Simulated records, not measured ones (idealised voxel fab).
A process module follows: voxel fin reveal.
Cross-sectional view cut (width: 205 nm; square cell size: 5 nm).
In what follows, cross-sections appear as grids of square cells, described through bands that run from the top down, where every band is one or more rows of cells.
For a band, the entry starts with two heights in nm, that of the top and then that of the bottom, and carries on with the band's materials in order from left to right, each alongside its width in nm; the word "edge to edge" beside a single material means it fills the band edge to edge, and "blank" means empty space.
Height reference: 0 = level under which incoming wafer is all one material. Lowest band: no bottom, runs on downward, e.g. "0 and below".
The notation "30 to 40" denotes a width that varies across the rows of cells in the band, beginning at the first number in the top row, finishing at the second number in the bottom row, and changing by an identical amount from each row to the next.
The cross-section has no changed cell in any step marked "no modification".
What "Fully closed voids" gives you is every empty space of 8 cells or more that is cut off from the top. Each appears as width x height at distance, with the distance taken from the left edge and width, height and distance all in nm.
On a step's line, text after the settings is the simulator commenting on that step.
Steps that use a mask can have "overlay nm" on their line. It says how far the mask sat to the right of where it was meant to be. Negative means to the left.
-- Planned process steps
1 RECEIVE with material Si
2 CONFORMAL_DEP with material SiN, thk nm 5
3 DIRECTIONAL_DEP with material aC, thk nm 15
4 PATTERN with tone cover, mask id FINS, material resist, width nm 15, pitch nm 40, thk nm 30, overlay nm 0
5 DIRECTIONAL_ETCH with etch materials aC, depth nm 15
6 STRIP with etch materials resist
7 DIRECTIONAL_ETCH with etch materials SiN, depth nm 5
8 DIRECTIONAL_ETCH with etch materials Si, depth nm 40
9 STRIP with etch materials aC
10 OXIDIZE with depth nm 5
11 FILL_DEP with material SiO2, thk nm 15
12 CMP with height nm 5
13 SELECTIVE_ETCH with etch materials SiO2, depth nm 30
14 STRIP with etch materials SiN
15 CONFORMAL_DEP with material HfO2, thk nm 5
-- Cross-section of the incoming wafer, state after step 1
	0 and below  Si edge to edge
	Fully closed voids: none
-- Wafer cross-section at end of module: start and plan as shown above, one execution error
	5 down to 0  blank 55 nm; HfO2 15 nm; blank 25 nm; HfO2 15 nm; blank 25 nm; HfO2 15 nm; blank 55 nm
	0 down to -20  blank 55 nm; HfO2 5 nm; Si 5 nm; HfO2 5 nm; blank 25 nm; HfO2 5 nm; Si 5 nm; HfO2 5 nm; blank 25 nm; HfO2 5 nm; Si 5 nm; HfO2 5 nm; blank 55 nm
	-20 down to -25  HfO2 30 nm; blank 25 nm; HfO2 5 nm; Si 5 nm; HfO2 5 nm; blank 25 nm; HfO2 5 nm; Si 5 nm; HfO2 5 nm; blank 25 nm; HfO2 5 nm; Si 5 nm; HfO2 5 nm; blank 25 nm; HfO2 30 nm
	-25 down to -30  SiO2 25 nm; HfO2 35 nm; Si 5 nm; HfO2 35 nm; Si 5 nm; HfO2 35 nm; Si 5 nm; HfO2 35 nm; SiO2 25 nm
	-30 down to -45  SiO2 60 nm; Si 5 nm; SiO2 35 nm; Si 5 nm; SiO2 35 nm; Si 5 nm; SiO2 60 nm
	-45 and below  Si edge to edge
	Fully closed voids: none
Deviation noted in wafer processing: steps 13 and 14 run out of order (swapped)
